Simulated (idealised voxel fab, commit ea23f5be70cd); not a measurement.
Process module in this document: voxel gate over fins
Square cells of 5 nm make up the cross-section cut, whose width is 275 nm.
A cross-section in this document is a grid of square cells, and it is written down as bands, the top band listed before the ones below it; a band is made up of one or more rows of cells.
In this notation a band is specified by the heights of its top and bottom, in that order and in nm, after which its materials appear from left to right, each paired with its width in nm. The word "edge to edge" attached to a single material means that material fills the band from edge to edge; the word "blank" stands for empty space.
Below 0: as-received wafer, all one material; heights counted from there. Lowest band: no bottom, goes on down, written "from 0 down".
Width spec "30->40" -> top row of cells at first value, bottom row at second value, equal per-row change in between.
A step reported as "no modification" is a step in which no cell of the cross-section changed.
Look at "Closed void roster" for the closed voids: empty spaces with no open path to the top, sized 8 cells or up. Each is width x height at distance, distance from the left edge, all nm.
Step line, after settings: the simulator's comment on this step.
A step line may carry the setting "overlay nm", which, for steps involving a mask, states the distance by which the mask lay to the right of its intended position; negative values denote displacement to the left.
Pairs ahead. Before: cross-section ahead of one process step. After: cross-section once the step is done, shown to the lowest changed band only. Under each pair: that step, with settings. Caution: pairs may come from different runs of this module on the same starting wafer; a pair follows the pair above only where its "Pre-process cross-section" entry says so.
[Pre-process cross-section]
    from 15 to 10  70 of blank / 35 of TiAl / 20 of blank / 35 of TiAl / 20 of blank / 35 of TiAl / 60 of blank
    from 10 to 5  70 of blank / 5 of TiAl / 25 of TiN / 5 of TiAl / 20 of blank / 5 of TiAl / 25 of TiN / 5 of TiAl / 20 of blank / 5 of TiAl / 25 of TiN / 5 of TiAl / 60 of blank
    from 5 to 0  70 of blank / 5 of TiAl / 5 of TiN / 15 of HfO2 / 5 of TiN / 5 of TiAl / 20 of blank / 5 of TiAl / 5 of TiN / 15 of HfO2 / 5 of TiN / 5 of TiAl / 20 of blank / 5 of TiAl / 5 of TiN / 15 of HfO2 / 5 of TiN / 5 of TiAl / 60 of blank
    from 0 to -5  75 of TiAl / 5 of TiN / 5 of HfO2 / 5 of Si / 5 of HfO2 / 5 of TiN / 30 of TiAl / 5 of TiN / 5 of HfO2 / 5 of Si / 5 of HfO2 / 5 of TiN / 30 of TiAl / 5 of TiN / 5 of HfO2 / 5 of Si / 5 of HfO2 / 5 of TiN / 65 of TiAl
    from -5 to -10  80 of TiN / 5 of HfO2 / 5 of Si / 5 of HfO2 / 40 of TiN / 5 of HfO2 / 5 of Si / 5 of HfO2 / 40 of TiN / 5 of HfO2 / 5 of Si / 5 of HfO2 / 70 of TiN
    from -10 to -15  85 of HfO2 / 5 of Si / 50 of HfO2 / 5 of Si / 50 of HfO2 / 5 of Si / 75 of HfO2
    from -15 to -20  85 of SiO2 / 5 of Si / 50 of SiO2 / 5 of Si / 50 of SiO2 / 5 of Si / 75 of SiO2
    from -20 to -30  85 of SiO2 / 5 of Si / 10 of SiO2 / 5 of TiN / 5 of W / 5 of TiN / 25 of SiO2 / 5 of Si / 50 of SiO2 / 5 of Si / 75 of SiO2
    from -30 to -35  85 of SiO2 / 5 of Si / 10 of SiO2 / 15 of TiN / 25 of SiO2 / 5 of Si / 50 of SiO2 / 5 of Si / 75 of SiO2
    from -35 to -45  85 of SiO2 / 5 of Si / 50 of SiO2 / 5 of Si / 50 of SiO2 / 5 of Si / 75 of SiO2
    from -45 down  Si edge to edge
    Closed void roster: none
[Post-Step Section View]
    from 20 to 15  65 of blank / 45 of TiN / 10 of blank / 45 of TiN / 10 of blank / 45 of TiN / 55 of blank
    from 15 to 10  65 of blank / 5 of TiN / 35 of TiAl / 5 of TiN / 10 of blank / 5 of TiN / 35 of TiAl / 5 of TiN / 10 of blank / 5 of TiN / 35 of TiAl / 5 of TiN / 55 of blank
    from 10 to 5  65 of blank / 5 of TiN / 5 of TiAl / 25 of TiN / 5 of TiAl / 5 of TiN / 10 of blank / 5 of TiN / 5 of TiAl / 25 of TiN / 5 of TiAl / 5 of TiN / 10 of blank / 5 of TiN / 5 of TiAl / 25 of TiN / 5 of TiAl / 5 of TiN / 55 of blank
    from 5 to 0  70 of TiN / 5 of TiAl / 5 of TiN / 15 of HfO2 / 5 of TiN / 5 of TiAl / 20 of TiN / 5 of TiAl / 5 of TiN / 15 of HfO2 / 5 of TiN / 5 of TiAl / 20 of TiN / 5 of TiAl / 5 of TiN / 15 of HfO2 / 5 of TiN / 5 of TiAl / 60 of TiN
    Anything lower than 0 is untouched.
    Closed void roster: none
To go from the before cross-section above to the after cross-section, apply CONFORMAL_DEP: material TiN, thk nm 5
Pre-process cross-section: This step starts from the configuration shown after the step in the pair immediately above.
[Post-Step Section View]
    from 30 to 20  W edge to edge
    from 20 to 15  65 of W / 45 of TiN / 10 of W / 45 of TiN / 10 of W / 45 of TiN / 55 of W
    from 15 to 10  65 of W / 5 of TiN / 35 of TiAl / 5 of TiN / 10 of W / 5 of TiN / 35 of TiAl / 5 of TiN / 10 of W / 5 of TiN / 35 of TiAl / 5 of TiN / 55 of W
    from 10 to 5  65 of W / 5 of TiN / 5 of TiAl / 25 of TiN / 5 of TiAl / 5 of TiN / 10 of W / 5 of TiN / 5 of TiAl / 25 of TiN / 5 of TiAl / 5 of TiN / 10 of W / 5 of TiN / 5 of TiAl / 25 of TiN / 5 of TiAl / 5 of TiN / 55 of W
    Anything lower than 5 is untouched.
    Closed void roster: none
To go from the before cross-section above to the after cross-section, apply FILL_DEP: material W, thk nm 10
Pre-process cross-section: This step starts from the configuration shown after the step in the pair immediately above.
[Post-Step Section View]
    from 25 to 20  W edge to edge
    Anything lower than 20 is untouched.
    Closed void roster: none
To go from the before cross-section above to the after cross-section, apply CMP: height nm 25
Pre-process cross-section: This step starts from the configuration shown after the step in the pair immediately above.
[Post-Step Section View]
    from 30 to 25  SiN edge to edge
    Anything lower than 25 is untouched.
    Closed void roster: none
To go from the before cross-section above to the after cross-section, apply CONFORMAL_DEP: material SiN, thk nm 5
[Pre-process cross-section]
    from 20 to 15  60 of blank / 45 of TiN / 10 of blank / 45 of TiN / 10 of blank / 45 of TiN / 60 of blank
    from 15 to 10  60 of blank / 5 of TiN / 35 of TiAl / 5 of TiN / 10 of blank / 5 of TiN / 35 of TiAl / 5 of TiN / 10 of blank / 5 of TiN / 35 of TiAl / 5 of TiN / 60 of blank
    from 10 to 5  60 of blank / 5 of TiN / 5 of TiAl / 25 of TiN / 5 of TiAl / 5 of TiN / 10 of blank / 5 of TiN / 5 of TiAl / 25 of TiN / 5 of TiAl / 5 of TiN / 10 of blank / 5 of TiN / 5 of TiAl / 25 of TiN / 5 of TiAl / 5 of TiN / 60 of blank
    from 5 to 0  65 of TiN / 5 of TiAl / 5 of TiN / 15 of HfO2 / 5 of TiN / 5 of TiAl / 20 of TiN / 5 of TiAl / 5 of TiN / 15 of HfO2 / 5 of TiN / 5 of TiAl / 20 of TiN / 5 of TiAl / 5 of TiN / 15 of HfO2 / 5 of TiN / 5 of TiAl / 65 of TiN
    from 0 to -5  70 of TiAl / 5 of TiN / 5 of HfO2 / 5 of Si / 5 of HfO2 / 5 of TiN / 30 of TiAl / 5 of TiN / 5 of HfO2 / 5 of Si / 5 of HfO2 / 5 of TiN / 30 of TiAl / 5 of TiN / 5 of HfO2 / 5 of Si / 5 of HfO2 / 5 of TiN / 70 of TiAl
    from -5 to -10  75 of TiN / 5 of HfO2 / 5 of Si / 5 of HfO2 / 40 of TiN / 5 of HfO2 / 5 of Si / 5 of HfO2 / 40 of TiN / 5 of HfO2 / 5 of Si / 5 of HfO2 / 75 of TiN
    from -10 to -15  80 of HfO2 / 5 of Si / 50 of HfO2 / 5 of Si / 50 of HfO2 / 5 of Si / 80 of HfO2
    from -15 to -20  80 of SiO2 / 5 of Si / 50 of SiO2 / 5 of Si / 50 of SiO2 / 5 of Si / 80 of SiO2
    from -20 to -30  80 of SiO2 / 5 of Si / 15 of SiO2 / 5 of TiN / 5 of W / 5 of TiN / 20 of SiO2 / 5 of Si / 50 of SiO2 / 5 of Si / 80 of SiO2
    from -30 to -35  80 of SiO2 / 5 of Si / 15 of SiO2 / 15 of TiN / 20 of SiO2 / 5 of Si / 50 of SiO2 / 5 of Si / 80 of SiO2
    from -35 to -45  80 of SiO2 / 5 of Si / 50 of SiO2 / 5 of Si / 50 of SiO2 / 5 of Si / 80 of SiO2
    from -45 down  Si edge to edge
    Closed void roster: none
[Post-Step Section View]
    from 30 to 20  TiAl edge to edge
    from 20 to 15  60 of TiAl / 45 of TiN / 10 of TiAl / 45 of TiN / 10 of TiAl / 45 of TiN / 60 of TiAl
    from 15 to 10  60 of TiAl / 5 of TiN / 35 of TiAl / 5 of TiN / 10 of TiAl / 5 of TiN / 35 of TiAl / 5 of TiN / 10 of TiAl / 5 of TiN / 35 of TiAl / 5 of TiN / 60 of TiAl
    from 10 to 5  60 of TiAl / 5 of TiN / 5 of TiAl / 25 of TiN / 5 of TiAl / 5 of TiN / 10 of TiAl / 5 of TiN / 5 of TiAl / 25 of TiN / 5 of TiAl / 5 of TiN / 10 of TiAl / 5 of TiN / 5 of TiAl / 25 of TiN / 5 of TiAl / 5 of TiN / 60 of TiAl
    Anything lower than 5 is untouched.
    Closed void roster: none
To go from the before cross-section above to the after cross-section, apply FILL_DEP: material TiAl, thk nm 10
Pre-process cross-section: This step starts from the configuration shown after the step in the pair immediately above.
[Post-Step Section View]
    from 25 to 20  TiAl edge to edge
    Anything lower than 20 is untouched.
    Closed void roster: none
To go from the before cross-section above to the after cross-section, apply CMP: height nm 25
Pre-process cross-section: This step starts from the configuration shown after the step in the pair immediately above.
[Post-Step Section View]
    from 30 to 25  SiN edge to edge
    Anything lower than 25 is untouched.
    Closed void roster: none
To go from the before cross-section above to the after cross-section, apply CONFORMAL_DEP: material SiN, thk nm 5
[Pre-process cross-section]
    from 10 to 0  75 of SiO2 / 15 of SiN / 40 of SiO2 / 15 of SiN / 40 of SiO2 / 15 of SiN / 75 of SiO2
    from 0 to -45  80 of SiO2 / 5 of Si / 50 of SiO2 / 5 of Si / 50 of SiO2 / 5 of Si / 80 of SiO2
    from -45 down  Si edge to edge
    Closed void roster: none
[Post-Step Section View]
    from 25 to 10  100 of blank / 15 of resist / 160 of blank
    Anything lower than 10 is untouched.
    Closed void roster: none
To go from the before cross-section above to the after cross-section, apply PATTERN: tone cover, mask id RAIL, material resist, width nm 15, thk nm 15, overlay nm 0
Pre-process cross-section: This step starts from the configuration shown after the step in the pair immediately above.
[Post-Step Section View]
    from 25 to 10  100 of blank / 15 of resist / 160 of blank
    from 10 to 0  75 of blank / 15 of SiN / 10 of blank / 15 of SiO2 / 15 of blank / 15 of SiN / 40 of blank / 15 of SiN / 75 of blank
    from 0 to -35  75 of blank / 5 of SiO2 / 5 of Si / 5 of SiO2 / 10 of blank / 15 of SiO2 / 15 of blank / 5 of SiO2 / 5 of Si / 5 of SiO2 / 40 of blank / 5 of SiO2 / 5 of Si / 5 of SiO2 / 75 of blank
    Anything lower than -35 is untouched.
    Closed void roster: none
To go from the before cross-section above to the after cross-section, apply DIRECTIONAL_ETCH: etch materials SiO2, depth nm 45
Pre-process cross-section: This step starts from the configuration shown after the step in the pair immediately above.
[Post-Step Section View]
    from 10 to 0  75 of blank / 15 of SiN / 10 of blank / 15 of SiO2 / 15 of blank / 15 of SiN / 40 of blank / 15 of SiN / 75 of blank
    Anything lower than 0 is untouched.
    Closed void roster: none
To go from the before cross-section above to the after cross-section, apply STRIP: etch materials resist
Pre-process cross-section: This step starts from the configuration shown after the step in the pair immediately above.
[Post-Step Section View]
    from 15 to 10  70 of blank / 50 of TiN / 5 of blank / 25 of TiN / 30 of blank / 25 of TiN / 70 of blank
    from 10 to 0  70 of blank / 5 of TiN / 15 of SiN / 10 of TiN / 15 of SiO2 / 5 of TiN / 5 of blank / 5 of TiN / 15 of SiN / 5 of TiN / 30 of blank / 5 of TiN / 15 of SiN / 5 of TiN / 70 of blank
    from 0 to -30  70 of blank / 5 of TiN / 5 of SiO2 / 5 of Si / 5 of SiO2 / 10 of TiN / 15 of SiO2 / 5 of TiN / 5 of blank / 5 of TiN / 5 of SiO2 / 5 of Si / 5 of SiO2 / 5 of TiN / 30 of blank / 5 of TiN / 5 of SiO2 / 5 of Si / 5 of SiO2 / 5 of TiN / 70 of blank
    from -30 to -35  75 of TiN / 5 of SiO2 / 5 of Si / 5 of SiO2 / 10 of TiN / 15 of SiO2 / 15 of TiN / 5 of SiO2 / 5 of Si / 5 of SiO2 / 40 of TiN / 5 of SiO2 / 5 of Si / 5 of SiO2 / 75 of TiN
    Anything lower than -35 is untouched.
    Closed void roster: none
To go from the before cross-section above to the after cross-section, apply CONFORMAL_DEP: material TiN, thk nm 5
Pre-process cross-section: This step starts from the configuration shown after the step in the pair immediately above.
[Post-Step Section View]
    from 25 to 15  W edge to edge
    from 15 to 10  70 of W / 50 of TiN / 5 of W / 25 of TiN / 30 of W / 25 of TiN / 70 of W
    from 10 to 0  70 of W / 5 of TiN / 15 of SiN / 10 of TiN / 15 of SiO2 / 5 of TiN / 5 of W / 5 of TiN / 15 of SiN / 5 of TiN / 30 of W / 5 of TiN / 15 of SiN / 5 of TiN / 70 of W
    from 0 to -30  70 of W / 5 of TiN / 5 of SiO2 / 5 of Si / 5 of SiO2 / 10 of TiN / 15 of SiO2 / 5 of TiN / 5 of W / 5 of TiN / 5 of SiO2 / 5 of Si / 5 of SiO2 / 5 of TiN / 30 of W / 5 of TiN / 5 of SiO2 / 5 of Si / 5 of SiO2 / 5 of TiN / 70 of W
    Anything lower than -30 is untouched.
    Closed void roster: none
To go from the before cross-section above to the after cross-section, apply FILL_DEP: material W, thk nm 10
Pre-process cross-section: This step starts from the configuration shown after the step in the pair immediately above.
[Post-Step Section View]
    from 10 to 0  70 of W / 5 of TiN / 15 of SiN / 10 of TiN / 15 of SiO2 / 5 of TiN / 5 of W / 5 of TiN / 15 of SiN / 5 of TiN / 30 of W / 5 of TiN / 15 of SiN / 5 of TiN / 70 of W
    Anything lower than 0 is untouched.
    Closed void roster: none
To go from the before cross-section above to the after cross-section, apply CMP: height nm 10
Pre-process cross-section: This step starts from the configuration shown after the step in the pair immediately above.
[Post-Step Section View]
    from 10 to 0  75 of blank / 15 of SiN / 10 of blank / 15 of SiO2 / 15 of blank / 15 of SiN / 40 of blank / 15 of SiN / 75 of blank
    from 0 to -20  75 of blank / 5 of SiO2 / 5 of Si / 5 of SiO2 / 10 of blank / 15 of SiO2 / 15 of blank / 5 of SiO2 / 5 of Si / 5 of SiO2 / 40 of blank / 5 of SiO2 / 5 of Si / 5 of SiO2 / 75 of blank
    Anything lower than -20 is untouched.
    Closed void roster: none
To go from the before cross-section above to the after cross-section, apply SELECTIVE_ETCH: etch materials W Ru TiN, depth nm 30
Pre-process cross-section: This step starts from the configuration shown after the step in the pair immediately above.
[Post-Step Section View]
    from 15 to 10  SiO2 edge to edge
    from 10 to 0  75 of SiO2 / 15 of SiN / 40 of SiO2 / 15 of SiN / 40 of SiO2 / 15 of SiN / 75 of SiO2
    from 0 to -20  80 of SiO2 / 5 of Si / 50 of SiO2 / 5 of Si / 50 of SiO2 / 5 of Si / 80 of SiO2
    Anything lower than -20 is untouched.
    Closed void roster: none
To go from the before cross-section above to the after cross-section, apply FILL_DEP: material SiO2, thk nm 5
Pre-process cross-section: This step starts from the configuration shown after the step in the pair immediately above.
[Post-Step Section View]
    from 10 to 0  75 of SiO2 / 15 of SiN / 40 of SiO2 / 15 of SiN / 40 of SiO2 / 15 of SiN / 75 of SiO2
    Anything lower than 0 is untouched.
    Closed void roster: none
To go from the before cross-section above to the after cross-section, apply CMP: height nm 10
Pre-process cross-section: This step starts from the configuration shown after the step in the pair immediately above.
[Post-Step Section View]
    from 10 to 0  75 of blank / 15 of SiN / 40 of blank / 15 of SiN / 40 of blank / 15 of SiN / 75 of blank
    from 0 to -15  80 of blank / 5 of Si / 50 of blank / 5 of Si / 50 of blank / 5 of Si / 80 of blank
    Anything lower than -15 is untouched.
    Closed void roster: none
To go from the before cross-section above to the after cross-section, apply SELECTIVE_ETCH: etch materials SiO2, depth nm 25
Pre-process cross-section: This step starts from the configuration shown after the step in the pair immediately above.
[Post-Step Section View]
    from 0 to -15  80 of blank / 5 of Si / 50 of blank / 5 of Si / 50 of blank / 5 of Si / 80 of blank
    Anything lower than -15 is untouched.
    Closed void roster: none
To go from the before cross-section above to the after cross-section, apply STRIP: etch materials SiN
Pre-process cross-section: This step starts from the configuration shown after the step in the pair immediately above.
[Post-Step Section View]
    from 5 to 0  75 of blank / 15 of HfO2 / 40 of blank / 15 of HfO2 / 40 of blank / 15 of HfO2 / 75 of blank
    from 0 to -10  75 of blank / 5 of HfO2 / 5 of Si / 5 of HfO2 / 40 of blank / 5 of HfO2 / 5 of Si / 5 of HfO2 / 40 of blank / 5 of HfO2 / 5 of Si / 5 of HfO2 / 75 of blank
    from -10 to -15  80 of HfO2 / 5 of Si / 50 of HfO2 / 5 of Si / 50 of HfO2 / 5 of Si / 80 of HfO2
    Anything lower than -15 is untouched.
    Closed void roster: none
To go from the before cross-section above to the after cross-section, apply CONFORMAL_DEP: material HfO2, thk nm 5
Pre-process cross-section: This step starts from the configuration shown after the step in the pair immediately above.
[Post-Step Section View]
    from 10 to 5  70 of blank / 25 of TiN / 30 of blank / 25 of TiN / 30 of blank / 25 of TiN / 70 of blank
    from 5 to 0  70 of blank / 5 of TiN / 15 of HfO2 / 5 of TiN / 30 of blank / 5 of TiN / 15 of HfO2 / 5 of TiN / 30 of blank / 5 of TiN / 15 of HfO2 / 5 of TiN / 70 of blank
    from 0 to -5  70 of blank / 5 of TiN / 5 of HfO2 / 5 of Si / 5 of HfO2 / 5 of TiN / 30 of blank / 5 of TiN / 5 of HfO2 / 5 of Si / 5 of HfO2 / 5 of TiN / 30 of blank / 5 of TiN / 5 of HfO2 / 5 of Si / 5 of HfO2 / 5 of TiN / 70 of blank
    from -5 to -10  75 of TiN / 5 of HfO2 / 5 of Si / 5 of HfO2 / 40 of TiN / 5 of HfO2 / 5 of Si / 5 of HfO2 / 40 of TiN / 5 of HfO2 / 5 of Si / 5 of HfO2 / 75 of TiN
    Anything lower than -10 is untouched.
    Closed void roster: none
To go from the before cross-section above to the after cross-section, apply CONFORMAL_DEP: material TiN, thk nm 5
Pre-process cross-section: This step starts from the configuration shown after the step in the pair immediately above.
[Post-Step Section View]
    from 15 to 10  65 of blank / 35 of TiAl / 20 of blank / 35 of TiAl / 20 of blank / 35 of TiAl / 65 of blank
    from 10 to 5  65 of blank / 5 of TiAl / 25 of TiN / 5 of TiAl / 20 of blank / 5 of TiAl / 25 of TiN / 5 of TiAl / 20 of blank / 5 of TiAl / 25 of TiN / 5 of TiAl / 65 of blank
    from 5 to 0  65 of blank / 5 of TiAl / 5 of TiN / 15 of HfO2 / 5 of TiN / 5 of TiAl / 20 of blank / 5 of TiAl / 5 of TiN / 15 of HfO2 / 5 of TiN / 5 of TiAl / 20 of blank / 5 of TiAl / 5 of TiN / 15 of HfO2 / 5 of TiN / 5 of TiAl / 65 of blank
    from 0 to -5  70 of TiAl / 5 of TiN / 5 of HfO2 / 5 of Si / 5 of HfO2 / 5 of TiN / 30 of TiAl / 5 of TiN / 5 of HfO2 / 5 of Si / 5 of HfO2 / 5 of TiN / 30 of TiAl / 5 of TiN / 5 of HfO2 / 5 of Si / 5 of HfO2 / 5 of TiN / 70 of TiAl
    Anything lower than -5 is untouched.
    Closed void roster: none
To go from the before cross-section above to the after cross-section, apply CONFORMAL_DEP: material TiAl, thk nm 5
Pre-process cross-section: This step starts from the configuration shown after the step in the pair immediately above.
[Post-Step Section View]
    from 20 to 15  60 of blank / 45 of TiN / 10 of blank / 45 of TiN / 10 of blank / 45 of TiN / 60 of blank
    from 15 to 10  60 of blank / 5 of TiN / 35 of TiAl / 5 of TiN / 10 of blank / 5 of TiN / 35 of TiAl / 5 of TiN / 10 of blank / 5 of TiN / 35 of TiAl / 5 of TiN / 60 of blank
    from 10 to 5  60 of blank / 5 of TiN / 5 of TiAl / 25 of TiN / 5 of TiAl / 5 of TiN / 10 of blank / 5 of TiN / 5 of TiAl / 25 of TiN / 5 of TiAl / 5 of TiN / 10 of blank / 5 of TiN / 5 of TiAl / 25 of TiN / 5 of TiAl / 5 of TiN / 60 of blank
    from 5 to 0  65 of TiN / 5 of TiAl / 5 of TiN / 15 of HfO2 / 5 of TiN / 5 of TiAl / 20 of TiN / 5 of TiAl / 5 of TiN / 15 of HfO2 / 5 of TiN / 5 of TiAl / 20 of TiN / 5 of TiAl / 5 of TiN / 15 of HfO2 / 5 of TiN / 5 of TiAl / 65 of TiN
    Anything lower than 0 is untouched.
    Closed void roster: none
To go from the before cross-section above to the after cross-section, apply CONFORMAL_DEP: material TiN, thk nm 5
Pre-process cross-section: This step starts from the configuration shown after the step in the pair immediately above.
[Post-Step Section View]
    from 30 to 20  W edge to edge
    from 20 to 15  60 of W / 45 of TiN / 10 of W / 45 of TiN / 10 of W / 45 of TiN / 60 of W
    from 15 to 10  60 of W / 5 of TiN / 35 of TiAl / 5 of TiN / 10 of W / 5 of TiN / 35 of TiAl / 5 of TiN / 10 of W / 5 of TiN / 35 of TiAl / 5 of TiN / 60 of W
    from 10 to 5  60 of W / 5 of TiN / 5 of TiAl / 25 of TiN / 5 of TiAl / 5 of TiN / 10 of W / 5 of TiN / 5 of TiAl / 25 of TiN / 5 of TiAl / 5 of TiN / 10 of W / 5 of TiN / 5 of TiAl / 25 of TiN / 5 of TiAl / 5 of TiN / 60 of W
    Anything lower than 5 is untouched.
    Closed void roster: none
To go from the before cross-section above to the after cross-section, apply FILL_DEP: material W, thk nm 10
Pre-process cross-section: This step starts from the configuration shown after the step in the pair immediately above.
[Post-Step Section View]
    from 25 to 20  W edge to edge
    Anything lower than 20 is untouched.
    Closed void roster: none
To go from the before cross-section above to the after cross-section, apply CMP: height nm 25
Pre-process cross-section: This step starts from the configuration shown after the step in the pair immediately above.
[Post-Step Section View]
    from 30 to 25  SiN edge to edge
    Anything lower than 25 is untouched.
    Closed void roster: none
To go from the before cross-section above to the after cross-section, apply CONFORMAL_DEP: material SiN, thk nm 5
